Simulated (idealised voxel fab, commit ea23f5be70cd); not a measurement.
process module | voxel self aligned vias
cross-section cut | 250 nm wide | cells 5 nm
A cross-section is a grid of square cells, given in bands from the top down. A band is one or more rows of cells.
Each band's line starts with the height of the band's top and of its bottom, in nm. Then come its materials from left to right, each with its width in nm. One material with "throughout" fills the band from edge to edge. "air" is empty space.
Height 0 is the level under which the wafer as received is all one material. The lowest band goes on downwards, as in "0 down".
A width such as "30 to 40" changes by the same amount from each row of cells to the next, from the band's top row to its bottom row.
"no change" after a step means that no cell of the cross-section changed.
closed voids: empty space of 8 cells or more with no open way to the top, each as width x height at its distance from the left edge, in nm
after a step's settings: what the simulator itself notes on the step
overlay nm, on a step with a mask: how far to the right of its planned place the mask lay; to the left if negative
plan
1 op RECEIVE | material Si
2 op CONFORMAL_DEP | material SiO2 | thk nm 15
3 op CONFORMAL_DEP | material SiCN | thk nm 5
4 op DIRECTIONAL_DEP | material lowk | thk nm 25
5 op MASKED_ETCH | tone open | mask id LINES | width nm 25 | pitch nm 60 | etch materials lowk | depth nm 25 | overlay nm 0
6 op CONFORMAL_DEP | material TiN | thk nm 5
7 op FILL_DEP | material Ru | thk nm 5
8 op CMP | height nm 45
9 op SELECTIVE_ETCH | etch materials W Ru TiN | depth nm 10
10 op FILL_DEP | material SiN | thk nm 5
11 op CMP | height nm 45
12 op DIRECTIONAL_DEP | material lowk | thk nm 20
13 op PATTERN | tone open | mask id VIAS | material resist | width nm 45 | thk nm 20 | overlay nm 0
14 op DIRECTIONAL_ETCH | etch materials lowk | depth nm 10
15 op DIRECTIONAL_ETCH | etch materials SiN | depth nm 10
16 op STRIP | etch materials resist
17 op CONFORMAL_DEP | material TiN | thk nm 5
18 op FILL_DEP | material Ru | thk nm 5
19 op CMP | height nm 65
20 op CONFORMAL_DEP | material SiCN | thk nm 5
varied across the wafers: depth nm of step 14. The plan shows the first wafer's value. All wafers start alike
first wafer as received, after step 1
  0 down: Si throughout
  closed voids: none
first wafer at the end, after step 20
  70 to 65: SiCN throughout
  65 to 60: lowk 70 | TiN 5 | Ru 35 | TiN 5 | lowk 135
  60 to 55: lowk 70 | TiN 45 | lowk 135
  55 to 45: lowk throughout
  45 to 35: lowk 80 | SiN 25 | lowk 35 | SiN 25 | lowk 85
  35 to 25: lowk 80 | TiN 5 | Ru 15 | TiN 5 | lowk 35 | TiN 5 | Ru 15 | TiN 5 | lowk 85
  25 to 20: lowk 80 | TiN 25 | lowk 35 | TiN 25 | lowk 85
  20 to 15: SiCN throughout
  15 to 0: SiO2 throughout
  0 down: Si throughout
  closed voids: none
last wafer at the end
  70 to 65: SiCN throughout
  65 to 45: lowk 70 | TiN 5 | Ru 35 | TiN 5 | lowk 135
  45 to 40: lowk 70 | TiN 5 | Ru 35 | TiN 5 | lowk 25 | SiN 25 | lowk 85
  40 to 35: lowk 70 | TiN 45 | lowk 25 | SiN 25 | lowk 85
  35 to 25: lowk 70 to 80 | TiN 15 to 5 | Ru 15 | TiN 15 to 5 | lowk 25 to 35 | TiN 5 | Ru 15 | TiN 5 | lowk 85
  25 to 20: lowk 80 | TiN 25 | lowk 35 | TiN 25 | lowk 85
  20 to 15: SiCN throughout
  15 to 0: SiO2 throughout
  0 down: Si throughout
  closed voids: none
each wafer at the end: cells of each material gained (+) or lost (-) since it was received, then its closed voids
depth nm 10 | +19 Ru | +100 SiCN | +20 SiN | +150 SiO2 | +29 TiN | +382 lowk | closed voids: none
depth nm 15 | +26 Ru | +100 SiCN | +20 SiN | +150 SiO2 | +31 TiN | +373 lowk | closed voids: none
depth nm 20 | +39 Ru | +100 SiCN | +10 SiN | +150 SiO2 | +37 TiN | +364 lowk | closed voids: none
depth nm 25 | +43 Ru | +100 SiCN | +10 SiN | +150 SiO2 | +37 TiN | +360 lowk | closed voids: none
depth nm 30 | +47 Ru | +100 SiCN | +10 SiN | +150 SiO2 | +37 TiN | +356 lowk | closed voids: none
depth nm 35 | +47 Ru | +100 SiCN | +10 SiN | +150 SiO2 | +41 TiN | +352 lowk | closed voids: none
